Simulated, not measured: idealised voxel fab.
voxel lift off: a process module
Cross-sectional view cut (width: 190 nm; square cell size: 5 nm).
In this document a cross-section is written as a grid of square cells. It is given as a series of bands, listed from the top down, and a band is one or more rows of cells.
Look at the band entry: it leads with the top's height and the bottom's height in nm. Then it lists the materials left to right, with a width in nm for each. The word "full width" on a single material says that material fills the band edge to edge. The word "air" is empty space.
Zero point of the height axis is 0; under it, received wafer = one material. Lowest band: continues down indefinitely, "from 0 down".
So if you see something like "30..40" for the width, read it as the top row of the band sitting at the first number and the bottom row at the second, with every row in between moving by the same amount as the last.
Take "nothing different" at face value: in the step it is given for, the cross-section changed in none of its cells.
Under "Trapped voids" you'll find the enclosed gaps, the ones with no way out to the top, that are 8 cells or bigger; each reads width x height at distance, with distance counted from the left edge, everything in nm.
Step line, after settings: the simulator's comment on this step.
You can add "overlay nm" to a step's line. For a step with a mask, it describes how far the mask lay to the right of its planned position, and a negative number describes a lay to the left.
plan
1) RECEIVE (material Si)
2) CONFORMAL_DEP (material Al2O3; thk nm 15)
3) PATTERN (tone open; mask id LINES; material resist; width nm 20; pitch nm 45; thk nm 30; overlay nm 0)
4) DIRECTIONAL_DEP (material Ru; thk nm 15)
5) STRIP (etch materials resist)
6) CONFORMAL_DEP (material SiCN; thk nm 10)
first wafer, as planned
Delivered wafer in cross-section: state after step 1
> from 0 down | Si full width
> Trapped voids: none
Step 2 done - wafer cross-section
> from 15 to 0 | Al2O3 full width
> No changes below 0.
Step 3 done - wafer cross-section
> from 45 to 15 | resist: 15 | air: 20 | resist: 25 | air: 20 | resist: 25 | air: 20 | resist: 25 | air: 20 | resist: 20
> No changes below 15.
Step 4 done - wafer cross-section
> from 60 to 45 | Ru: 15 | air: 20 | Ru: 25 | air: 20 | Ru: 25 | air: 20 | Ru: 25 | air: 20 | Ru: 20
> from 45 to 30 | resist: 15 | air: 20 | resist: 25 | air: 20 | resist: 25 | air: 20 | resist: 25 | air: 20 | resist: 20
> from 30 to 15 | resist: 15 | Ru: 20 | resist: 25 | Ru: 20 | resist: 25 | Ru: 20 | resist: 25 | Ru: 20 | resist: 20
> No changes below 15.
Step 5 done - wafer cross-section
> from 30 to 15 | air: 15 | Ru: 20 | air: 25 | Ru: 20 | air: 25 | Ru: 20 | air: 25 | Ru: 20 | air: 20
> No changes below 15.
Step 6 done - wafer cross-section
> from 40 to 30 | air: 5 | SiCN: 40 | air: 5 | SiCN: 40 | air: 5 | SiCN: 40 | air: 5 | SiCN: 40 | air: 10
> from 30 to 25 | air: 5 | SiCN: 10 | Ru: 20 | SiCN: 10 | air: 5 | SiCN: 10 | Ru: 20 | SiCN: 10 | air: 5 | SiCN: 10 | Ru: 20 | SiCN: 10 | air: 5 | SiCN: 10 | Ru: 20 | SiCN: 10 | air: 10
> from 25 to 15 | SiCN: 15 | Ru: 20 | SiCN: 25 | Ru: 20 | SiCN: 25 | Ru: 20 | SiCN: 25 | Ru: 20 | SiCN: 20
> No changes below 15.
second wafer: like start, like plan, one mistake. Through step 1 it matches the first wafer
At the planned end of step 2, the second wafer in cross-section
> from 30 to 0 | Al2O3 full width
> No changes below 0.
At the planned end of step 3, the second wafer in cross-section
> from 60 to 30 | resist: 15 | air: 20 | resist: 25 | air: 20 | resist: 25 | air: 20 | resist: 25 | air: 20 | resist: 20
> No changes below 30.
At the planned end of step 4, the second wafer in cross-section
> from 75 to 60 | Ru: 15 | air: 20 | Ru: 25 | air: 20 | Ru: 25 | air: 20 | Ru: 25 | air: 20 | Ru: 20
> from 60 to 45 | resist: 15 | air: 20 | resist: 25 | air: 20 | resist: 25 | air: 20 | resist: 25 | air: 20 | resist: 20
> from 45 to 30 | resist: 15 | Ru: 20 | resist: 25 | Ru: 20 | resist: 25 | Ru: 20 | resist: 25 | Ru: 20 | resist: 20
> No changes below 30.
At the planned end of step 5, the second wafer in cross-section
> from 45 to 30 | air: 15 | Ru: 20 | air: 25 | Ru: 20 | air: 25 | Ru: 20 | air: 25 | Ru: 20 | air: 20
> No changes below 30.
At the planned end of step 6, the second wafer in cross-section
> from 55 to 45 | air: 5 | SiCN: 40 | air: 5 | SiCN: 40 | air: 5 | SiCN: 40 | air: 5 | SiCN: 40 | air: 10
> from 45 to 40 | air: 5 | SiCN: 10 | Ru: 20 | SiCN: 10 | air: 5 | SiCN: 10 | Ru: 20 | SiCN: 10 | air: 5 | SiCN: 10 | Ru: 20 | SiCN: 10 | air: 5 | SiCN: 10 | Ru: 20 | SiCN: 10 | air: 10
> from 40 to 30 | SiCN: 15 | Ru: 20 | SiCN: 25 | Ru: 20 | SiCN: 25 | Ru: 20 | SiCN: 25 | Ru: 20 | SiCN: 20
> No changes below 30.
Run error: step 2 from the plan got run twice
Cell-count delta at end, second wafer over first, by material: Al2O3: 114 more
